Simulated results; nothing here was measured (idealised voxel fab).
A process module follows: voxel lift off.
Pictured: cross-section cut, 285 nm wide, on a grid of 5 nm square cells.
This document writes a cross-section as a grid whose cells are square, and gives it as bands, listed from the top down; one or more rows of cells form a band.
What a band's entry tells you: where the top is and where the bottom is, as heights in nm, and after that what lies inside, material by material from left to right, each with its width in nm. Empty space is written as the word "empty", and a single material marked with the word "throughout" occupies the band from edge to edge.
Height reference: 0 = level under which incoming wafer is all one material. Lowest band: no bottom, runs on downward, e.g. "0 and below".
Read "30 to 40" as a graded width: first number on top, second number at the bottom, same change between each pair of neighbouring rows.
"remains unaltered" -> step changed no cross-section cell.
Look at "Closed void inventory" for the closed voids: empty spaces with no open path to the top, sized 8 cells or up. Each is width x height at distance, distance from the left edge, all nm.
Anything after a step's settings on that line? It's the simulator's own note about the step.
"overlay nm" denotes, for a step that has a mask, the displacement of the mask to the right of its planned place, with negative values corresponding to the left.
[plan]
| 1 | RECEIVE [material Si] |
| 2 | CONFORMAL_DEP [material Al2O3] [thk nm 15] |
| 3 | PATTERN [tone open] [mask id LINES] [material resist] [width nm 25] [pitch nm 40] [thk nm 20] [overlay nm 0] |
| 4 | DIRECTIONAL_DEP [material Ru] [thk nm 5] |
| 5 | STRIP [etch materials resist] |
| 6 | CONFORMAL_DEP [material SiO2] [thk nm 10] |
[Cross-section of the wafer as it came to us, i.e., already through step 1]
> 0 and below  Si throughout
> Closed void inventory: none
[Post-module cross-section: identical start and plan to those above, one misstep in execution]
> 30 down to 25  empty: 100 / Ru: 85 / empty: 100
> 25 down to 15  Ru throughout
> 15 down to 0  Al2O3 throughout
> 0 and below  Si throughout
> Closed void inventory: none
what went wrong: step 6 was not run as planned; what actually ran was CONFORMAL_DEP [material Ru] [thk nm 10]
